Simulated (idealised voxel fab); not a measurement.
process module | voxel ribs on slabs
The cross-section on display is named cut; it measures 230 nm wide, and its cells are 5 nm squares.
Cross-section format: a grid of square cells, given as bands from top to bottom; each band is one or more rows of cells.
Heights first: top, then bottom, in nm. Then materials, left to right, each with a width in nm. "full width" on a single material: fills the band edge to edge. "empty": empty space.
Height 0 is the level under which the wafer as received is all one material. The lowest band goes on downwards, as in "z 0 and below".
Width: "30 to 40" (first number = top row, second number = bottom row, same change from row to row of cells).
Basically "nothing was modified" means that step didn't change any cell in the cross-section.
Enclosed voids (no open way to top), threshold 8 cells or more, entry "Fully sealed cavities", notation width x height at distance, distance from left edge, nm.
Anything after a step's settings on that line? It's the simulator's own note about the step.
On any step carrying a mask, the "overlay nm" setting, if present on the step's line, tells how far right of its planned place the mask lay; negative values point to the left.
## The steps planned for the process are as follows
step 1: RECEIVE,material Si
step 2: DIRECTIONAL_DEP,material SiO2,thk nm 25
step 3: DIRECTIONAL_DEP,material polySi,thk nm 20
step 4: PATTERN,tone cover,mask id RIB,material resist,width nm 15,thk nm 15,overlay nm 0
step 5: DIRECTIONAL_ETCH,etch materials polySi,depth nm 15
step 6: STRIP,etch materials resist
step 7: DIRECTIONAL_DEP,material aC,thk nm 15
step 8: PATTERN,tone cover,mask id SLAB,material resist,width nm 65,thk nm 35,overlay nm 0
step 9: DIRECTIONAL_ETCH,etch materials aC,depth nm 15
step 10: STRIP,etch materials resist
step 11: DIRECTIONAL_ETCH,etch materials polySi,depth nm 5
step 12: STRIP,etch materials aC
step 13: FILL_DEP,material SiO2,thk nm 20
step 14: CMP,height nm 60
step 15: DIRECTIONAL_DEP,material TiN,thk nm 10
step 16: DIRECTIONAL_DEP,material aC,thk nm 15
step 17: PATTERN,tone cover,mask id HEATER,material resist,width nm 25,thk nm 30,overlay nm 0
step 18: DIRECTIONAL_ETCH,etch materials aC,depth nm 15
step 19: STRIP,etch materials resist
step 20: DIRECTIONAL_ETCH,etch materials TiN,depth nm 10
step 21: STRIP,etch materials aC
step 22: CONFORMAL_DEP,material SiO2,thk nm 10
## The first of a set of two wafers, run to plan
## Incoming wafer in cross-section (state: after step 1)
- z 0 and below  Si full width
- Fully sealed cavities: none
## After step 2: wafer cross-section
- z 25 to 0  SiO2 full width
- Unchanged below 0.
## After step 3: wafer cross-section
- z 45 to 25  polySi full width
- Unchanged below 25.
## After step 4: wafer cross-section
- z 60 to 45  empty 105 nm | resist 15 nm | empty 110 nm
- Unchanged below 45.
## After step 5: wafer cross-section
- z 60 to 45  empty 105 nm | resist 15 nm | empty 110 nm
- z 45 to 30  empty 105 nm | polySi 15 nm | empty 110 nm
- Unchanged below 30.
## After step 6: wafer cross-section
- z 45 to 30  empty 105 nm | polySi 15 nm | empty 110 nm
- Unchanged below 30.
## After step 7: wafer cross-section
- z 60 to 45  empty 105 nm | aC 15 nm | empty 110 nm
- z 45 to 30  aC 105 nm | polySi 15 nm | aC 110 nm
- Unchanged below 30.
## After step 8: wafer cross-section
- z 95 to 60  empty 80 nm | resist 65 nm | empty 85 nm
- z 60 to 45  empty 80 nm | resist 25 nm | aC 15 nm | resist 25 nm | empty 85 nm
- Unchanged below 45.
## After step 9: wafer cross-section
- z 80 to 60  empty 80 nm | resist 65 nm | empty 85 nm
- z 60 to 45  empty 80 nm | resist 25 nm | aC 15 nm | resist 25 nm | empty 85 nm
- z 45 to 30  empty 80 nm | aC 25 nm | polySi 15 nm | aC 25 nm | empty 85 nm
- Unchanged below 30.
## After step 10: wafer cross-section
- z 60 to 45  empty 105 nm | aC 15 nm | empty 110 nm
- Unchanged below 45.
## After step 11: wafer cross-section
- z 60 to 45  empty 105 nm | aC 15 nm | empty 110 nm
- z 45 to 30  empty 80 nm | aC 25 nm | polySi 15 nm | aC 25 nm | empty 85 nm
- z 30 to 25  empty 80 nm | polySi 65 nm | empty 85 nm
- Unchanged below 25.
## After step 12: wafer cross-section
- z 45 to 30  empty 105 nm | polySi 15 nm | empty 110 nm
- Unchanged below 30.
## After step 13: wafer cross-section
- z 65 to 45  SiO2 full width
- z 45 to 30  SiO2 105 nm | polySi 15 nm | SiO2 110 nm
- z 30 to 25  SiO2 80 nm | polySi 65 nm | SiO2 85 nm
- Unchanged below 25.
## After step 14: wafer cross-section
- z 60 to 45  SiO2 full width
- Unchanged below 45.
## After step 15: wafer cross-section
- z 70 to 60  TiN full width
- Unchanged below 60.
## After step 16: wafer cross-section
- z 85 to 70  aC full width
- Unchanged below 70.
## After step 17: wafer cross-section
- z 115 to 85  empty 100 nm | resist 25 nm | empty 105 nm
- Unchanged below 85.
## After step 18: wafer cross-section
- z 100 to 85  empty 100 nm | resist 25 nm | empty 105 nm
- z 85 to 70  empty 100 nm | aC 25 nm | empty 105 nm
- Unchanged below 70.
## After step 19: wafer cross-section
- z 85 to 70  empty 100 nm | aC 25 nm | empty 105 nm
- Unchanged below 70.
## After step 20: wafer cross-section
- z 85 to 70  empty 100 nm | aC 25 nm | empty 105 nm
- z 70 to 60  empty 100 nm | TiN 25 nm | empty 105 nm
- Unchanged below 60.
## After step 21: wafer cross-section
- z 70 to 60  empty 100 nm | TiN 25 nm | empty 105 nm
- Unchanged below 60.
## After step 22: wafer cross-section
- z 80 to 70  empty 90 nm | SiO2 45 nm | empty 95 nm
- z 70 to 60  SiO2 100 nm | TiN 25 nm | SiO2 105 nm
- Unchanged below 60.
## Okay, second wafer. Nothing different at the start, nothing different in the plan, just one mistake somewhere in the running. As far as step 2, counting that step, it's the first wafer all over again
## Cross-section, second wafer, at the end time the plan gives for step 3
- z 50 to 25  polySi full width
- Unchanged below 25.
## Cross-section, second wafer, at the end time the plan gives for step 4
- z 65 to 50  empty 105 nm | resist 15 nm | empty 110 nm
- Unchanged below 50.
## Cross-section, second wafer, at the end time the plan gives for step 5
- z 65 to 50  empty 105 nm | resist 15 nm | empty 110 nm
- z 50 to 35  empty 105 nm | polySi 15 nm | empty 110 nm
- Unchanged below 35.
## Cross-section, second wafer, at the end time the plan gives for step 6
- z 50 to 35  empty 105 nm | polySi 15 nm | empty 110 nm
- Unchanged below 35.
## Cross-section, second wafer, at the end time the plan gives for step 7
- z 65 to 50  empty 105 nm | aC 15 nm | empty 110 nm
- z 50 to 35  aC 105 nm | polySi 15 nm | aC 110 nm
- Unchanged below 35.
## Cross-section, second wafer, at the end time the plan gives for step 8
- z 100 to 65  empty 80 nm | resist 65 nm | empty 85 nm
- z 65 to 50  empty 80 nm | resist 25 nm | aC 15 nm | resist 25 nm | empty 85 nm
- Unchanged below 50.
## Cross-section, second wafer, at the end time the plan gives for step 9
- z 85 to 65  empty 80 nm | resist 65 nm | empty 85 nm
- z 65 to 50  empty 80 nm | resist 25 nm | aC 15 nm | resist 25 nm | empty 85 nm
- z 50 to 35  empty 80 nm | aC 25 nm | polySi 15 nm | aC 25 nm | empty 85 nm
- Unchanged below 35.
## Cross-section, second wafer, at the end time the plan gives for step 10
- z 65 to 50  empty 105 nm | aC 15 nm | empty 110 nm
- Unchanged below 50.
## Cross-section, second wafer, at the end time the plan gives for step 11
- z 65 to 50  empty 105 nm | aC 15 nm | empty 110 nm
- z 50 to 35  empty 80 nm | aC 25 nm | polySi 15 nm | aC 25 nm | empty 85 nm
- z 35 to 30  empty 80 nm | polySi 65 nm | empty 85 nm
- Unchanged below 30.
## Cross-section, second wafer, at the end time the plan gives for step 12
- z 50 to 35  empty 105 nm | polySi 15 nm | empty 110 nm
- Unchanged below 35.
## Cross-section, second wafer, at the end time the plan gives for step 13
- z 70 to 50  SiO2 full width
- z 50 to 35  SiO2 105 nm | polySi 15 nm | SiO2 110 nm
- z 35 to 30  SiO2 80 nm | polySi 65 nm | SiO2 85 nm
- Unchanged below 30.
## Cross-section, second wafer, at the end time the plan gives for step 14
- z 60 to 50  SiO2 full width
- Unchanged below 50.
## Cross-section, second wafer, at the end time the plan gives for step 15
- z 70 to 60  TiN full width
- Unchanged below 60.
## Cross-section, second wafer, at the end time the plan gives for step 16
- z 85 to 70  aC full width
- Unchanged below 70.
## Cross-section, second wafer, at the end time the plan gives for step 17
- z 115 to 85  empty 100 nm | resist 25 nm | empty 105 nm
- Unchanged below 85.
## Cross-section, second wafer, at the end time the plan gives for step 18
- z 100 to 85  empty 100 nm | resist 25 nm | empty 105 nm
- z 85 to 70  empty 100 nm | aC 25 nm | empty 105 nm
- Unchanged below 70.
## Cross-section, second wafer, at the end time the plan gives for step 19
- z 85 to 70  empty 100 nm | aC 25 nm | empty 105 nm
- Unchanged below 70.
## Cross-section, second wafer, at the end time the plan gives for step 20
- z 85 to 70  empty 100 nm | aC 25 nm | empty 105 nm
- z 70 to 60  empty 100 nm | TiN 25 nm | empty 105 nm
- Unchanged below 60.
## Cross-section, second wafer, at the end time the plan gives for step 21
- z 70 to 60  empty 100 nm | TiN 25 nm | empty 105 nm
- Unchanged below 60.
## Cross-section, second wafer, at the end time the plan gives for step 22
- z 80 to 70  empty 90 nm | SiO2 45 nm | empty 95 nm
- z 70 to 60  SiO2 100 nm | TiN 25 nm | SiO2 105 nm
- Unchanged below 60.
Against the plan, the run slipped here: step 3 changed vs plan, executed as DIRECTIONAL_DEP,material polySi,thk nm 25
at the end the second wafer has, in cells: 46 fewer of SiO2; 46 more of polySi
